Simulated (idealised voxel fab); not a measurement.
process module | voxel ribs on slabs
cross-section cut | 140 nm wide | cells 5 nm
A cross-section is a grid of square cells, given in bands from the top down. A band is one or more rows of cells.
Each band's line starts with the height of the band's top and of its bottom, in nm. Then come its materials from left to right, each with its width in nm. One material with "throughout" fills the band from edge to edge. "air" is empty space.
Height 0 is the level under which the wafer as received is all one material. The lowest band goes on downwards, as in "0 down".
A width such as "30 to 40" changes by the same amount from each row of cells to the next, from the band's top row to its bottom row.
"no change" after a step means that no cell of the cross-section changed.
closed voids: empty space of 8 cells or more with no open way to the top, each as width x height at its distance from the left edge, in nm
after a step's settings: what the simulator itself notes on the step
overlay nm, on a step with a mask: how far to the right of its planned place the mask lay; to the left if negative
plan
1 op RECEIVE | material Si
2 op DIRECTIONAL_DEP | material SiO2 | thk nm 30
3 op DIRECTIONAL_DEP | material polySi | thk nm 15
4 op MASKED_ETCH | tone cover | mask id RIB | width nm 30 | etch materials polySi | depth nm 5 | overlay nm 0
5 op PATTERN | tone cover | mask id SLAB | material resist | width nm 90 | thk nm 15 | overlay nm 0
6 op DIRECTIONAL_ETCH | etch materials polySi | depth nm 10
7 op STRIP | etch materials resist
8 op FILL_DEP | material SiO2 | thk nm 30
9 op CMP | height nm 65
10 op DIRECTIONAL_DEP | material W | thk nm 10
11 op PATTERN | tone cover | mask id HEATER | material resist | width nm 40 | thk nm 15 | overlay nm 0
12 op DIRECTIONAL_ETCH | etch materials W | depth nm 10
13 op STRIP | etch materials resist
14 op CONFORMAL_DEP | material SiO2 | thk nm 5
varied across the wafers: thk nm of step 14. The plan shows the first wafer's value. All wafers start alike
first wafer as received, after step 1
  0 down: Si throughout
  closed voids: none
first wafer at the end, after step 14
  80 to 75: air 45 | SiO2 50 | air 45
  75 to 70: air 45 | SiO2 5 | W 40 | SiO2 5 | air 45
  70 to 65: SiO2 50 | W 40 | SiO2 50
  65 to 45: SiO2 throughout
  45 to 40: SiO2 55 | polySi 30 | SiO2 55
  40 to 30: SiO2 25 | polySi 90 | SiO2 25
  30 to 0: SiO2 throughout
  0 down: Si throughout
  closed voids: none
last wafer at the end
  100 to 90: air 25 | SiO2 90 | air 25
  90 to 75: SiO2 throughout
  75 to 65: SiO2 50 | W 40 | SiO2 50
  65 to 45: SiO2 throughout
  45 to 40: SiO2 55 | polySi 30 | SiO2 55
  40 to 30: SiO2 25 | polySi 90 | SiO2 25
  30 to 0: SiO2 throughout
  0 down: Si throughout
  closed voids: none
each wafer at the end: cells of each material gained (+) or lost (-) since it was received, then its closed voids
thk nm 5 | +354 SiO2 | +16 W | +42 polySi | closed voids: none
thk nm 10 | +386 SiO2 | +16 W | +42 polySi | closed voids: none
thk nm 15 | +418 SiO2 | +16 W | +42 polySi | closed voids: none
thk nm 20 | +450 SiO2 | +16 W | +42 polySi | closed voids: none
thk nm 25 | +482 SiO2 | +16 W | +42 polySi | closed voids: none
